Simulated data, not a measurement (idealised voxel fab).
This is a process module. Its name is voxel gate over fins.
The width of the displayed cross-section, cut, is 145 nm; its cells are square, with a size of 5 nm.
Bands, listed from the top down, are how a cross-section gets written in this document; the cross-section itself is a grid of square cells, and a band is one or more rows of them. Per band: top height and bottom height in nm, followed by the left-to-right materials and their widths in nm; "throughout" marks a single material spanning edge to edge, "blank" marks empty space. Convention: height 0 is the level below which the wafer, as received, is all one material. The lowest band does not terminate at the bottom but continues downward, represented as "0 down". Graded width ("30..40"): value in top row of band = first number; value in bottom row = second number; row-to-row change constant. Any step labelled "left unchanged" changed none of the cells in the cross-section. In the "Voids, sealed" entry, you get each enclosed empty space of 8 cells or more, one with no open way to the top, written width x height at distance, distance from the left edge, in nm. Read whatever lies past the settings on a step's line as the simulator's own remark about the step. overlay nm: mask right of planned place by this much (step with mask). Neg. = left.
[Planned process steps]
step 1: RECEIVE | material Si
step 2: CONFORMAL_DEP | material SiN | thk nm 10
step 3: DIRECTIONAL_DEP | material aC | thk nm 10
step 4: PATTERN | tone cover | mask id FINS | material resist | width nm 15 | pitch nm 35 | thk nm 30 | overlay nm 0
step 5: DIRECTIONAL_ETCH | etch materials aC | depth nm 10
step 6: STRIP | etch materials resist
step 7: DIRECTIONAL_ETCH | etch materials SiN | depth nm 10
step 8: DIRECTIONAL_ETCH | etch materials Si | depth nm 40
step 9: STRIP | etch materials aC
step 10: OXIDIZE | depth nm 5
step 11: FILL_DEP | material SiO2 | thk nm 5
step 12: CMP | height nm 10
step 13: SELECTIVE_ETCH | etch materials SiO2 | depth nm 25
step 14: STRIP | etch materials SiN
step 15: CONFORMAL_DEP | material HfO2 | thk nm 5
step 16: CONFORMAL_DEP | material TiN | thk nm 5
step 17: CONFORMAL_DEP | material TiAl | thk nm 5
step 18: CONFORMAL_DEP | material TiN | thk nm 5
step 19: FILL_DEP | material W | thk nm 15
step 20: CMP | height nm 30
step 21: CONFORMAL_DEP | material SiCN | thk nm 5
[as received, after step 1]
    0 down | Si throughout
    Voids, sealed: none
[Cross-section: first of two wafers, module finished, run according to plan]
    35 to 30 | SiCN throughout
    30 to 20 | W throughout
    20 to 15 | W: 30, then TiN: 80, then W: 35
    15 to 10 | W: 30, then TiN: 5, then TiAl: 70, then TiN: 5, then W: 35
    10 to 5 | W: 30, then TiN: 5, then TiAl: 5, then TiN: 25, then TiAl: 10, then TiN: 25, then TiAl: 5, then TiN: 5, then W: 35
    5 to 0 | TiN: 35, then TiAl: 5, then TiN: 5, then HfO2: 15, then TiN: 5, then TiAl: 10, then TiN: 5, then HfO2: 15, then TiN: 5, then TiAl: 5, then TiN: 40
    0 to -5 | TiAl: 40, then TiN: 5, then HfO2: 5, then Si: 5, then HfO2: 5, then TiN: 5, then TiAl: 10, then TiN: 5, then HfO2: 5, then Si: 5, then HfO2: 5, then TiN: 5, then TiAl: 45
    -5 to -10 | TiN: 45, then HfO2: 5, then Si: 5, then HfO2: 5, then TiN: 20, then HfO2: 5, then Si: 5, then HfO2: 5, then TiN: 50
    -10 to -15 | HfO2: 50, then Si: 5, then HfO2: 30, then Si: 5, then HfO2: 55
    -15 to -45 | SiO2: 50, then Si: 5, then SiO2: 30, then Si: 5, then SiO2: 55
    -45 down | Si throughout
    Voids, sealed: none
[Cross-section of the latter of the two wafers at module completion. It had an identical start and an identical plan to the former; in running it, one mistake was made]
    35 to 30 | SiCN throughout
    30 to 15 | W throughout
    15 to 10 | W: 35, then TiN: 70, then W: 40
    10 to 5 | W: 35, then TiN: 5, then TiAl: 25, then TiN: 10, then TiAl: 25, then TiN: 5, then W: 40
    5 to 0 | W: 35, then TiN: 5, then TiAl: 5, then HfO2: 15, then TiAl: 5, then TiN: 10, then TiAl: 5, then HfO2: 15, then TiAl: 5, then TiN: 5, then W: 40
    0 to -5 | TiN: 40, then TiAl: 5, then HfO2: 5, then Si: 5, then HfO2: 5, then TiAl: 5, then TiN: 10, then TiAl: 5, then HfO2: 5, then Si: 5, then HfO2: 5, then TiAl: 5, then TiN: 45
    -5 to -10 | TiAl: 45, then HfO2: 5, then Si: 5, then HfO2: 5, then TiAl: 20, then HfO2: 5, then Si: 5, then HfO2: 5, then TiAl: 50
    -10 to -15 | HfO2: 50, then Si: 5, then HfO2: 30, then Si: 5, then HfO2: 55
    -15 to -45 | SiO2: 50, then Si: 5, then SiO2: 30, then Si: 5, then SiO2: 55
    -45 down | Si throughout
    Voids, sealed: none
Processing error: the plan's step 16 was left out and never carried out
At the finish, the second wafer shows more or fewer cells for some materials than the first does: -35 TiN, +35 W
